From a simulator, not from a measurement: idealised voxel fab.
You're looking at the process module voxel capacitor over wiring.
260 nm wide, 5 nm square cells: that's cross-section cut.
In what follows, cross-sections appear as grids of square cells, described through bands that run from the top down, where every band is one or more rows of cells.
Top, bottom (nm), then materials left to right with widths (nm); lone material tagged "full width" fills the whole band edge to edge; "empty" = empty space.
The level at which height equals 0 is the one under which the wafer, as it arrives, is entirely one material. No lower edge exists for the bottom band, which continues downward and is notated as in "from 0 down".
A width such as "30 to 40" changes by the same amount from each row of cells to the next, from the band's top row to its bottom row.
"nothing was modified" means the step left every cell of the cross-section as it was.
"Closed cavities" means: voids of 8 cells or more that are shut off from the top with no open way through. Written width x height at distance, distance from the left edge, in nm.
On each step's line, the part that comes after the settings is the simulator's own comment on the step.
If you see "overlay nm" on a step's line and that step has a mask, it's telling you how far right of where it was planned the mask ended up; a negative number means it went left instead.

The process steps that were planned are listed below
1: RECEIVE with material Si
2: CONFORMAL_DEP with material SiO2, thk nm 10
3: DIRECTIONAL_DEP with material TiN, thk nm 5
4: DIRECTIONAL_DEP with material W, thk nm 15
5: MASKED_ETCH with tone cover, mask id METAL_1, width nm 30, pitch nm 100, etch materials W, depth nm 15, overlay nm 0
6: MASKED_ETCH with tone cover, mask id METAL_1, width nm 30, pitch nm 100, etch materials TiN, depth nm 5, overlay nm 0
7: CONFORMAL_DEP with material SiN, thk nm 5
8: FILL_DEP with material lowk, thk nm 10
9: CMP with height nm 30
10: CONFORMAL_DEP with material SiCN, thk nm 5
11: DIRECTIONAL_DEP with material lowk, thk nm 15
12: MASKED_ETCH with tone open, mask id PLUG_1, width nm 15, etch materials lowk, depth nm 15, overlay nm 0
13: MASKED_ETCH with tone open, mask id PLUG_1, width nm 15, etch materials SiCN, depth nm 5, overlay nm 0
14: EPI with material Ru, thk nm 10
15: EPI with material Ru, thk nm 10
16: DIRECTIONAL_DEP with material TiN, thk nm 5
17: DIRECTIONAL_DEP with material HfO2, thk nm 5
18: DIRECTIONAL_DEP with material TiN, thk nm 10
19: DIRECTIONAL_DEP with material aC, thk nm 15
20: PATTERN with tone cover, mask id UPPER_PLATE, material resist, width nm 75, thk nm 35, overlay nm 0
21: DIRECTIONAL_ETCH with etch materials aC, depth nm 15
22: STRIP with etch materials resist
23: DIRECTIONAL_ETCH with etch materials TiN, depth nm 10
24: DIRECTIONAL_ETCH with etch materials HfO2, depth nm 5
25: STRIP with etch materials aC
26: DIRECTIONAL_DEP with material aC, thk nm 15
27: PATTERN with tone cover, mask id LOWER_PLATE, material resist, width nm 85, thk nm 30, overlay nm 0
28: DIRECTIONAL_ETCH with etch materials aC, depth nm 15
29: STRIP with etch materials resist
30: DIRECTIONAL_ETCH with etch materials TiN, depth nm 5
31: STRIP with etch materials aC
32: FILL_DEP with material SiO2, thk nm 15
33: CMP with height nm 80
34: DIRECTIONAL_DEP with material aC, thk nm 10
35: PATTERN with tone open, mask id PLUG_2, material resist, width nm 15, thk nm 25, overlay nm 0
36: DIRECTIONAL_ETCH with etch materials aC, depth nm 10
37: STRIP with etch materials resist
38: DIRECTIONAL_ETCH with etch materials SiO2, depth nm 10
39: STRIP with etch materials aC
40: CONFORMAL_DEP with material TiN, thk nm 5
41: FILL_DEP with material Cu, thk nm 5
42: CMP with height nm 80
43: CONFORMAL_DEP with material SiN, thk nm 5

Cross-sectional view of the wafer in its as-received condition, corresponding to the state after step 1
    from 0 down: Si full width
    Closed cavities: none

The plan above was carried out on the starting structure above with one mistake, and this cross-section shows the wafer at the end of the module
    from 85 to 80: SiN full width
    from 80 to 75: 90 SiO2 | 5 TiN | 5 SiO2 | 5 TiN | 155 SiO2
    from 75 to 70: 90 SiO2 | 15 TiN | 155 SiO2
    from 70 to 60: 80 SiO2 | 75 TiN | 105 SiO2
    from 60 to 55: 80 SiO2 | 75 HfO2 | 105 SiO2
    from 55 to 50: 75 SiO2 | 85 TiN | 100 SiO2
    from 50 to 35: 80 lowk | 15 Ru | 165 lowk
    from 35 to 30: 80 SiCN | 15 Ru | 165 SiCN
    from 30 to 15: 60 lowk | 5 SiN | 30 W | 5 SiN | 60 lowk | 5 SiN | 30 W | 5 SiN | 60 lowk
    from 15 to 10: 65 SiN | 30 TiN | 70 SiN | 30 TiN | 65 SiN
    from 10 to 0: SiO2 full width
    from 0 down: Si full width
    Closed cavities: none
What was done differently from what was planned? step 41: run off-plan, actual operation and settings FILL_DEP with material SiO2, thk nm 5
